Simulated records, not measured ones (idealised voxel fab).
process module | voxel released beams
cross-section cut | 295 nm wide | cells 5 nm
A cross-section is a grid of square cells, given in bands from the top down. A band is one or more rows of cells.
Each band's line starts with the height of the band's top and of its bottom, in nm. Then come its materials from left to right, each with its width in nm. One material with "throughout" fills the band from edge to edge. "air" is empty space.
Height 0 is the level under which the wafer as received is all one material. The lowest band goes on downwards, as in "0 down".
A width such as "30 to 40" changes by the same amount from each row of cells to the next, from the band's top row to its bottom row.
"no change" after a step means that no cell of the cross-section changed.
closed voids: empty space of 8 cells or more with no open way to the top, each as width x height at its distance from the left edge, in nm
after a step's settings: what the simulator itself notes on the step
overlay nm, on a step with a mask: how far to the right of its planned place the mask lay; to the left if negative
plan
1 op RECEIVE | material Si
2 op CONFORMAL_DEP | material Al2O3 | thk nm 5
3 op DIRECTIONAL_DEP | material SiO2 | thk nm 15
4 op DIRECTIONAL_DEP | material aC | thk nm 15
5 op PATTERN | tone open | mask id ANCHOR | material resist | width nm 40 | thk nm 35 | overlay nm 0
6 op DIRECTIONAL_ETCH | etch materials aC | depth nm 15
7 op STRIP | etch materials resist
8 op DIRECTIONAL_ETCH | etch materials SiO2 | depth nm 15
9 op STRIP | etch materials aC
10 op CONFORMAL_DEP | material SiN | thk nm 15
11 op DIRECTIONAL_DEP | material aC | thk nm 15
12 op PATTERN | tone cover | mask id BEAM | material resist | width nm 95 | thk nm 30 | overlay nm 0
13 op DIRECTIONAL_ETCH | etch materials aC | depth nm 15
14 op STRIP | etch materials resist
15 op DIRECTIONAL_ETCH | etch materials SiN | depth nm 15
16 op STRIP | etch materials aC
17 op STRIP | etch materials SiO2
as received, after step 1
  0 down: Si throughout
  closed voids: none
first wafer at the end, as planned
  35 to 20: air 95 | SiN 20 | air 10 | SiN 65 | air 105
  20 to 5: air 100 | SiN 40 | air 155
  5 to 0: Al2O3 throughout
  0 down: Si throughout
  closed voids: none
second wafer at the end: like start, like plan, one mistake
  35 to 20: air 95 | SiN 20 | air 15 | SiN 60 | air 105
  20 to 5: air 100 | SiN 45 | air 150
  5 to 0: Al2O3 throughout
  0 down: Si throughout
  closed voids: none
what went wrong: step 5 ran as: op PATTERN | tone open | mask id ANCHOR | material resist | width nm 45 | thk nm 35 | overlay nm 0
at the end the second wafer has, in cells: as many of each material as the first, in other places
